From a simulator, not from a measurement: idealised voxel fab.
Process module heading - voxel ribs on slabs
The cross-section shown here is cut; it is 250 nm wide and divided into square cells measuring 5 nm on a side.
Format of a cross-section: grid, square cells. Given as bands. Order: top down. Band: one or more rows of cells. In this notation a band is specified by the heights of its top and bottom, in that order and in nm, after which its materials appear from left to right, each paired with its width in nm. The word "throughout" attached to a single material means that material fills the band from edge to edge; the word "empty" stands for empty space. Height reference: 0 = level under which incoming wafer is all one material. Lowest band: no bottom, runs on downward, e.g. "top 0, no bottom". Per-row width for "30 to 40": begins at first number (top row of band), ends at second number (bottom row), increment between rows held constant. No cell of the cross-section changed in a step that is given as "no change". You'll see "Sealed internal voids" listing empty spaces that have no way open to the top, as long as they're 8 cells or more; the notation is width x height at distance, where the distance is from the left edge, and all of it is in nm. If you see something after the settings on a step's line, that's the simulator's own remark about that step. "overlay nm" answers the question of how far to the right of plan the mask lay on a step that has a mask, and when it is negative the answer is to the left.

Steps in the process plan:
1. op RECEIVE | material Si
2. op DIRECTIONAL_DEP | material SiO2 | thk nm 25
3. op DIRECTIONAL_DEP | material polySi | thk nm 15
4. op PATTERN | tone cover | mask id RIB | material resist | width nm 30 | thk nm 20 | overlay nm 0
5. op DIRECTIONAL_ETCH | etch materials polySi | depth nm 10
6. op STRIP | etch materials resist
7. op MASKED_ETCH | tone cover | mask id SLAB | width nm 90 | etch materials polySi | depth nm 5 | overlay nm 0
8. op FILL_DEP | material SiO2 | thk nm 25
9. op CMP | height nm 60
10. op DIRECTIONAL_DEP | material TiN | thk nm 5
11. op MASKED_ETCH | tone cover | mask id HEATER | width nm 40 | etch materials TiN | depth nm 5 | overlay nm 0
12. op CONFORMAL_DEP | material SiO2 | thk nm 10

Cross-section of the wafer upon arrival, representing the state reached after step 1:
* top 0, no bottom = Si throughout
* Sealed internal voids: none

A wafer at the end: this start, this plan, one mistake:
* top 75, bottom 70 = 95 of empty | 60 of SiO2 | 95 of empty
* top 70, bottom 65 = SiO2 throughout
* top 65, bottom 60 = 105 of SiO2 | 40 of TiN | 105 of SiO2
* top 60, bottom 15 = SiO2 throughout
* top 15, bottom 0 = polySi throughout
* top 0, no bottom = Si throughout
* Sealed internal voids: none
What broke from the plan during processing? deviation from plan: step 3 and step 2 executed in one another's positions
